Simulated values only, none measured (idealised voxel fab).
This section sets out a process module, namely voxel self aligned vias.
Cross-section cut spans 210 nm and uses square cells 5 nm in size.
Format of a cross-section: grid, square cells. Given as bands. Order: top down. Band: one or more rows of cells.
The entry gives the band's vertical extent as a top height and a bottom height in nm, then its horizontal make-up as materials from left to right, each with a width in nm. "air" stands for empty space; a single material marked "full width" fills the band edge to edge.
Heights are expressed relative to 0, this being the level below which the as-received wafer comprises one material exclusively. The lowest band is unbounded in the downward direction and is denoted as in "0 -> down".
With a width like "30->40", each row of cells in the band differs from the next by the same amount, the top row carrying the first number and the bottom row the second.
Given "remained unchanged" for a step, no cell of the cross-section differs between before and after that step.
In the "Listed closed voids" entry, you get each enclosed empty space of 8 cells or more, one with no open way to the top, written width x height at distance, distance from the left edge, in nm.
Past the settings on a step's line: simulator remark, on that step.
overlay nm: how far to the right of its planned place the mask lay on this masked step (negative: to the left).

List of planned process steps
1) RECEIVE | material Si
2) CONFORMAL_DEP | material SiO2 | thk nm 15
3) CONFORMAL_DEP | material SiCN | thk nm 5
4) DIRECTIONAL_DEP | material SiO2 | thk nm 20
5) PATTERN | tone open | mask id LINES | material resist | width nm 30 | pitch nm 80 | thk nm 15 | overlay nm 0
6) DIRECTIONAL_ETCH | etch materials SiO2 | depth nm 20
7) STRIP | etch materials resist
8) CONFORMAL_DEP | material TiN | thk nm 5
9) FILL_DEP | material Ru | thk nm 5
10) CMP | height nm 40
11) SELECTIVE_ETCH | etch materials W Ru TiN | depth nm 5
12) FILL_DEP | material SiN | thk nm 10
13) CMP | height nm 40
14) DIRECTIONAL_DEP | material SiO2 | thk nm 15
15) MASKED_ETCH | tone open | mask id VIAS | width nm 50 | pitch nm 80 | etch materials SiO2 | depth nm 15 | overlay nm 0
16) MASKED_ETCH | tone open | mask id VIAS | width nm 50 | pitch nm 80 | etch materials SiN | depth nm 5 | overlay nm 0
17) CONFORMAL_DEP | material TiN | thk nm 5
18) FILL_DEP | material Cu | thk nm 5
19) CMP | height nm 55
20) CONFORMAL_DEP | material SiCN | thk nm 5

So this is the incoming wafer in cross-section - it's already been through step 1
> 0 -> down  Si full width
> Listed closed voids: none

Final wafer profile in cross-section after the module, from the same start and plan as above, with one mistake made during processing
> 60 -> 55  SiCN full width
> 55 -> 45  SiO2 40 nm / TiN 5 nm / Cu 40 nm / TiN 5 nm / SiO2 30 nm / TiN 5 nm / Cu 40 nm / TiN 5 nm / SiO2 40 nm
> 45 -> 40  SiO2 40 nm / TiN 15 nm / Cu 20 nm / TiN 15 nm / SiO2 30 nm / TiN 15 nm / Cu 20 nm / TiN 15 nm / SiO2 40 nm
> 40 -> 35  SiO2 50 nm / TiN 30 nm / SiO2 50 nm / TiN 30 nm / SiO2 50 nm
> 35 -> 25  SiO2 50 nm / TiN 5 nm / Ru 20 nm / TiN 5 nm / SiO2 50 nm / TiN 5 nm / Ru 20 nm / TiN 5 nm / SiO2 50 nm
> 25 -> 20  SiO2 50 nm / TiN 30 nm / SiO2 50 nm / TiN 30 nm / SiO2 50 nm
> 20 -> 5  SiO2 full width
> 5 -> 0  SiCN full width
> 0 -> down  Si full width
> Listed closed voids: none
Deviation noted in wafer processing: swap of plan steps 2 and 3 during execution
